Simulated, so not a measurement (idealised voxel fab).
Process module name: voxel fin reveal
FYI the section here is cut, 200 nm wide, cells are 5 nm squares.
Bands, listed from the top down, are how a cross-section gets written in this document; the cross-section itself is a grid of square cells, and a band is one or more rows of them.
For a band, the entry starts with two heights in nm, that of the top and then that of the bottom, and carries on with the band's materials in order from left to right, each alongside its width in nm; the word "everywhere" beside a single material means it fills the band edge to edge, and "blank" means empty space.
Heads up on the height convention: 0 is the point under which the incoming wafer is all one material, and the lowest band has no bottom, it just keeps going down, like "0 down".
Top row gets the first number, bottom row gets the second, and each row in between changes by the same step: that is how a band width like "30->40" works.
Step marked "no alteration"? Then no cell in the cross-section changed in it.
"Closed-off voids" enumerates empty spaces isolated from the top, with no open way to it, that contain at least 8 cells, giving each as width x height at distance from the left edge, all three in nm.
Heads up: the bit after the settings on a step's line is the simulator's remark on that step.
Each step line may optionally specify "overlay nm", which for a step with a mask gives the rightward distance between the mask's planned place and where it lay, a negative value indicating the leftward direction.

Below is the list of planned process steps
1) RECEIVE (material Si)
2) CONFORMAL_DEP (material SiN; thk nm 5)
3) DIRECTIONAL_DEP (material aC; thk nm 15)
4) PATTERN (tone cover; mask id FINS; material resist; width nm 15; pitch nm 35; thk nm 35; overlay nm 0)
5) DIRECTIONAL_ETCH (etch materials aC; depth nm 15)
6) STRIP (etch materials resist)
7) DIRECTIONAL_ETCH (etch materials SiN; depth nm 5)
8) DIRECTIONAL_ETCH (etch materials Si; depth nm 35)
9) STRIP (etch materials aC)
10) OXIDIZE (depth nm 5)
11) FILL_DEP (material SiO2; thk nm 15)
12) CMP (height nm -5)
13) SELECTIVE_ETCH (etch materials SiO2; depth nm 20)
14) STRIP (etch materials SiN)
15) CONFORMAL_DEP (material SiO2; thk nm 5)
What sets these wafers apart? The height nm at step 12. They all start alike, and the plan carries the first wafer's value.

Cross-section of the first of several received wafers, showing its state after step 1
* 0 down: Si everywhere
* Closed-off voids: none

Every row in this table is a wafer at the end of the module, and it gives, for each of the materials, the cells that wafer has gained (+) or lost (-) since it was received, then its closed voids
height nm -5; -306 Si; +170 SiO2; Closed-off voids: none
height nm 0; -304 Si; +208 SiO2; Closed-off voids: none
height nm 5; -304 Si; +242 SiO2; Closed-off voids: none
height nm 10; -304 Si; +276 SiO2; Closed-off voids: none
height nm 15; -304 Si; +310 SiO2; Closed-off voids: none
height nm 20; -304 Si; +344 SiO2; Closed-off voids: none
